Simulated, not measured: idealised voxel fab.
Herein follows the process module entitled voxel capacitor over wiring.
Each square cell in cross-section cut measures 5 nm, and the section as a whole is 250 nm wide.
This document writes a cross-section as a grid whose cells are square, and gives it as bands, listed from the top down; one or more rows of cells form a band. Read a band's entry like this: the first values are the height of its top and the height of its bottom in nm, and what follows is the sequence of materials from left to right, each with its width in nm. Note that "air" is empty space, and that a single material marked "everywhere" reaches across the band from edge to edge. Counting heights begins at 0, where everything beneath is, in the wafer as received, one material. The lowest band has no bottom; it goes on downwards, as "from 0 down" shows. Note: "30->40" means the width goes from the first number (top row of the band) to the second number (bottom row) in equal steps per row of cells. "everything unchanged" after a step means that no cell of the cross-section changed. "closed voids" contains a list of empty spaces, each no smaller than 8 cells and without an open way to the top, written in the form width x height at distance with the distance from the left edge and all three in nm. Where a step's line continues beyond its settings, the continuation is a remark by the simulator itself on that step. "overlay nm" denotes, for a step that has a mask, the displacement of the mask to the right of its planned place, with negative values corresponding to the left.

This section lists the process steps that were planned:
1: RECEIVE,material Si
2: CONFORMAL_DEP,material SiO2,thk nm 10
3: DIRECTIONAL_DEP,material TiN,thk nm 5
4: DIRECTIONAL_DEP,material Ru,thk nm 25
5: PATTERN,tone cover,mask id METAL_1,material resist,width nm 30,pitch nm 80,thk nm 20,overlay nm 0
6: DIRECTIONAL_ETCH,etch materials Ru,depth nm 25
7: DIRECTIONAL_ETCH,etch materials TiN,depth nm 5
8: STRIP,etch materials resist
9: CONFORMAL_DEP,material SiN,thk nm 5
10: FILL_DEP,material SiO2,thk nm 10
11: CMP,height nm 40
12: CONFORMAL_DEP,material SiCN,thk nm 5
13: DIRECTIONAL_DEP,material SiO2,thk nm 15
14: PATTERN,tone open,mask id PLUG_1,material resist,width nm 15,thk nm 20,overlay nm 0
15: DIRECTIONAL_ETCH,etch materials SiO2,depth nm 15
16: DIRECTIONAL_ETCH,etch materials SiCN,depth nm 5
17: STRIP,etch materials resist
18: CONFORMAL_DEP,material TiN,thk nm 5
19: FILL_DEP,material Cu,thk nm 5
20: CMP,height nm 60
21: DIRECTIONAL_DEP,material TiN,thk nm 5
22: DIRECTIONAL_DEP,material SiN,thk nm 5
23: DIRECTIONAL_DEP,material TiN,thk nm 10
24: PATTERN,tone cover,mask id UPPER_PLATE,material resist,width nm 55,thk nm 20,overlay nm 0
25: DIRECTIONAL_ETCH,etch materials TiN,depth nm 10
26: DIRECTIONAL_ETCH,etch materials SiN,depth nm 5
27: STRIP,etch materials resist
28: PATTERN,tone cover,mask id LOWER_PLATE,material resist,width nm 65,thk nm 15,overlay nm 0
29: DIRECTIONAL_ETCH,etch materials TiN,depth nm 5
30: STRIP,etch materials resist
31: FILL_DEP,material SiO2,thk nm 20
32: CMP,height nm 95
33: DIRECTIONAL_DEP,material aC,thk nm 15
34: PATTERN,tone open,mask id PLUG_2,material resist,width nm 15,thk nm 35,overlay nm 0
35: DIRECTIONAL_ETCH,etch materials aC,depth nm 15
36: STRIP,etch materials resist
37: DIRECTIONAL_ETCH,etch materials SiO2,depth nm 15
38: STRIP,etch materials aC
39: CONFORMAL_DEP,material TiN,thk nm 5
40: FILL_DEP,material W,thk nm 10
41: CMP,height nm 95
42: CONFORMAL_DEP,material SiN,thk nm 5

First wafer of two (run as planned):

Delivered wafer in cross-section: state after step 1:
from 0 down | Si everywhere
closed voids: none

Presented here is a cross-section of the wafer after step 2 has been performed:
from 10 to 0 | SiO2 everywhere
Lower than 0, everything is as it was.

Presented here is a cross-section of the wafer after step 3 has been performed:
from 15 to 10 | TiN everywhere
Lower than 10, everything is as it was.

Presented here is a cross-section of the wafer after step 4 has been performed:
from 40 to 15 | Ru everywhere
Lower than 15, everything is as it was.

Presented here is a cross-section of the wafer after step 5 has been performed:
from 60 to 40 | air (70), then resist (30), then air (50), then resist (30), then air (70)
Lower than 40, everything is as it was.

Presented here is a cross-section of the wafer after step 6 has been performed:
from 60 to 40 | air (70), then resist (30), then air (50), then resist (30), then air (70)
from 40 to 15 | air (70), then Ru (30), then air (50), then Ru (30), then air (70)
Lower than 15, everything is as it was.

Presented here is a cross-section of the wafer after step 7 has been performed:
from 60 to 40 | air (70), then resist (30), then air (50), then resist (30), then air (70)
from 40 to 15 | air (70), then Ru (30), then air (50), then Ru (30), then air (70)
from 15 to 10 | air (70), then TiN (30), then air (50), then TiN (30), then air (70)
Lower than 10, everything is as it was.

Presented here is a cross-section of the wafer after step 8 has been performed:
from 40 to 15 | air (70), then Ru (30), then air (50), then Ru (30), then air (70)
Lower than 15, everything is as it was.

Presented here is a cross-section of the wafer after step 9 has been performed:
from 45 to 40 | air (65), then SiN (40), then air (40), then SiN (40), then air (65)
from 40 to 15 | air (65), then SiN (5), then Ru (30), then SiN (5), then air (40), then SiN (5), then Ru (30), then SiN (5), then air (65)
from 15 to 10 | SiN (70), then TiN (30), then SiN (50), then TiN (30), then SiN (70)
Lower than 10, everything is as it was.

Presented here is a cross-section of the wafer after step 10 has been performed:
from 55 to 45 | SiO2 everywhere
from 45 to 40 | SiO2 (65), then SiN (40), then SiO2 (40), then SiN (40), then SiO2 (65)
from 40 to 15 | SiO2 (65), then SiN (5), then Ru (30), then SiN (5), then SiO2 (40), then SiN (5), then Ru (30), then SiN (5), then SiO2 (65)
Lower than 15, everything is as it was.

Presented here is a cross-section of the wafer after step 11 has been performed:
from 40 to 15 | SiO2 (65), then SiN (5), then Ru (30), then SiN (5), then SiO2 (40), then SiN (5), then Ru (30), then SiN (5), then SiO2 (65)
Lower than 15, everything is as it was.

Presented here is a cross-section of the wafer after step 12 has been performed:
from 45 to 40 | SiCN everywhere
Lower than 40, everything is as it was.

Presented here is a cross-section of the wafer after step 13 has been performed:
from 60 to 45 | SiO2 everywhere
Lower than 45, everything is as it was.

Presented here is a cross-section of the wafer after step 14 has been performed:
from 80 to 60 | resist (85), then air (15), then resist (150)
Lower than 60, everything is as it was.

Presented here is a cross-section of the wafer after step 15 has been performed:
from 80 to 60 | resist (85), then air (15), then resist (150)
from 60 to 45 | SiO2 (85), then air (15), then SiO2 (150)
Lower than 45, everything is as it was.

Presented here is a cross-section of the wafer after step 16 has been performed:
from 80 to 60 | resist (85), then air (15), then resist (150)
from 60 to 45 | SiO2 (85), then air (15), then SiO2 (150)
from 45 to 40 | SiCN (85), then air (15), then SiCN (150)
Lower than 40, everything is as it was.

Presented here is a cross-section of the wafer after step 17 has been performed:
from 60 to 45 | SiO2 (85), then air (15), then SiO2 (150)
Lower than 45, everything is as it was.

Presented here is a cross-section of the wafer after step 18 has been performed:
from 65 to 60 | TiN (90), then air (5), then TiN (155)
from 60 to 45 | SiO2 (85), then TiN (5), then air (5), then TiN (5), then SiO2 (150)
from 45 to 40 | SiCN (85), then TiN (15), then SiCN (150)
Lower than 40, everything is as it was.

Presented here is a cross-section of the wafer after step 19 has been performed:
from 70 to 65 | Cu everywhere
from 65 to 60 | TiN (90), then Cu (5), then TiN (155)
from 60 to 45 | SiO2 (85), then TiN (5), then Cu (5), then TiN (5), then SiO2 (150)
Lower than 45, everything is as it was.

Presented here is a cross-section of the wafer after step 20 has been performed:
from 60 to 45 | SiO2 (85), then TiN (5), then Cu (5), then TiN (5), then SiO2 (150)
Lower than 45, everything is as it was.

Presented here is a cross-section of the wafer after step 21 has been performed:
from 65 to 60 | TiN everywhere
Lower than 60, everything is as it was.

Presented here is a cross-section of the wafer after step 22 has been performed:
from 70 to 65 | SiN everywhere
Lower than 65, everything is as it was.

Presented here is a cross-section of the wafer after step 23 has been performed:
from 80 to 70 | TiN everywhere
Lower than 70, everything is as it was.

Presented here is a cross-section of the wafer after step 24 has been performed:
from 100 to 80 | air (85), then resist (55), then air (110)
Lower than 80, everything is as it was.

Presented here is a cross-section of the wafer after step 25 has been performed:
from 100 to 80 | air (85), then resist (55), then air (110)
from 80 to 70 | air (85), then TiN (55), then air (110)
Lower than 70, everything is as it was.

Presented here is a cross-section of the wafer after step 26 has been performed:
from 100 to 80 | air (85), then resist (55), then air (110)
from 80 to 70 | air (85), then TiN (55), then air (110)
from 70 to 65 | air (85), then SiN (55), then air (110)
Lower than 65, everything is as it was.

Presented here is a cross-section of the wafer after step 27 has been performed:
from 80 to 70 | air (85), then TiN (55), then air (110)
Lower than 70, everything is as it was.

Presented here is a cross-section of the wafer after step 28 has been performed:
from 95 to 80 | air (80), then resist (65), then air (105)
from 80 to 70 | air (80), then resist (5), then TiN (55), then resist (5), then air (105)
from 70 to 65 | air (80), then resist (5), then SiN (55), then resist (5), then air (105)
Lower than 65, everything is as it was.

Presented here is a cross-section of the wafer after step 29 has been performed:
from 95 to 80 | air (80), then resist (65), then air (105)
from 80 to 70 | air (80), then resist (5), then TiN (55), then resist (5), then air (105)
from 70 to 65 | air (80), then resist (5), then SiN (55), then resist (5), then air (105)
from 65 to 60 | air (80), then TiN (65), then air (105)
Lower than 60, everything is as it was.

Presented here is a cross-section of the wafer after step 30 has been performed:
from 80 to 70 | air (85), then TiN (55), then air (110)
from 70 to 65 | air (85), then SiN (55), then air (110)
Lower than 65, everything is as it was.

Presented here is a cross-section of the wafer after step 31 has been performed:
from 100 to 80 | SiO2 everywhere
from 80 to 70 | SiO2 (85), then TiN (55), then SiO2 (110)
from 70 to 65 | SiO2 (85), then SiN (55), then SiO2 (110)
from 65 to 60 | SiO2 (80), then TiN (65), then SiO2 (105)
Lower than 60, everything is as it was.

Presented here is a cross-section of the wafer after step 32 has been performed:
from 95 to 80 | SiO2 everywhere
Lower than 80, everything is as it was.

Presented here is a cross-section of the wafer after step 33 has been performed:
from 110 to 95 | aC everywhere
Lower than 95, everything is as it was.

Presented here is a cross-section of the wafer after step 34 has been performed:
from 145 to 110 | resist (95), then air (15), then resist (140)
Lower than 110, everything is as it was.

Presented here is a cross-section of the wafer after step 35 has been performed:
from 130 to 110 | resist (95), then air (15), then resist (140)
from 110 to 95 | aC (95), then air (15), then aC (140)
Lower than 95, everything is as it was.

Presented here is a cross-section of the wafer after step 36 has been performed:
from 110 to 95 | aC (95), then air (15), then aC (140)
Lower than 95, everything is as it was.

Presented here is a cross-section of the wafer after step 37 has been performed:
from 110 to 95 | aC (95), then air (15), then aC (140)
from 95 to 80 | SiO2 (95), then air (15), then SiO2 (140)
Lower than 80, everything is as it was.

Presented here is a cross-section of the wafer after step 38 has been performed:
from 95 to 80 | SiO2 (95), then air (15), then SiO2 (140)
Lower than 80, everything is as it was.

Presented here is a cross-section of the wafer after step 39 has been performed:
from 100 to 95 | TiN (100), then air (5), then TiN (145)
from 95 to 85 | SiO2 (95), then TiN (5), then air (5), then TiN (5), then SiO2 (140)
from 85 to 80 | SiO2 (95), then TiN (15), then SiO2 (140)
Lower than 80, everything is as it was.

Presented here is a cross-section of the wafer after step 40 has been performed:
from 110 to 100 | W everywhere
from 100 to 95 | TiN (100), then W (5), then TiN (145)
from 95 to 85 | SiO2 (95), then TiN (5), then W (5), then TiN (5), then SiO2 (140)
Lower than 85, everything is as it was.

Presented here is a cross-section of the wafer after step 41 has been performed:
from 95 to 85 | SiO2 (95), then TiN (5), then W (5), then TiN (5), then SiO2 (140)
Lower than 85, everything is as it was.

Presented here is a cross-section of the wafer after step 42 has been performed:
from 100 to 95 | SiN everywhere
Lower than 95, everything is as it was.

Wafer two. Same start, same plan, one slip in execution. Same as wafer one through step 30, inclusive:

Second wafer at the planned finish of step 31, seen in cross-section:
from 100 to 80 | Ru everywhere
from 80 to 70 | Ru (85), then TiN (55), then Ru (110)
from 70 to 65 | Ru (85), then SiN (55), then Ru (110)
from 65 to 60 | Ru (80), then TiN (65), then Ru (105)
Lower than 60, everything is as it was.

Second wafer at the planned finish of step 32, seen in cross-section:
from 95 to 80 | Ru everywhere
Lower than 80, everything is as it was.

Second wafer at the planned finish of step 33, seen in cross-section:
from 110 to 95 | aC everywhere
Lower than 95, everything is as it was.

Second wafer at the planned finish of step 34, seen in cross-section:
from 145 to 110 | resist (95), then air (15), then resist (140)
Lower than 110, everything is as it was.

Second wafer at the planned finish of step 35, seen in cross-section:
from 130 to 110 | resist (95), then air (15), then resist (140)
from 110 to 95 | aC (95), then air (15), then aC (140)
Lower than 95, everything is as it was.

Second wafer at the planned finish of step 36, seen in cross-section:
from 110 to 95 | aC (95), then air (15), then aC (140)
Lower than 95, everything is as it was.

Second wafer at the planned finish of step 37, seen in cross-section: everything unchanged

Second wafer at the planned finish of step 38, seen in cross-section:
from 95 to 80 | Ru everywhere
Lower than 80, everything is as it was.

Second wafer at the planned finish of step 39, seen in cross-section:
from 100 to 95 | TiN everywhere
Lower than 95, everything is as it was.

Second wafer at the planned finish of step 40, seen in cross-section:
from 110 to 100 | W everywhere
Lower than 100, everything is as it was.

Second wafer at the planned finish of step 41, seen in cross-section:
from 95 to 80 | Ru everywhere
Lower than 80, everything is as it was.

Second wafer at the planned finish of step 42, seen in cross-section:
from 100 to 95 | SiN everywhere
Lower than 95, everything is as it was.
What went wrong in running the wafer? step 31 was run on a setting that differed from the plan, and what really ran there is FILL_DEP,material Ru,thk nm 20
Materials where the second wafer ends with more or fewer cells than the first: Ru +304 | SiO2 -295 | TiN -7 | W -2
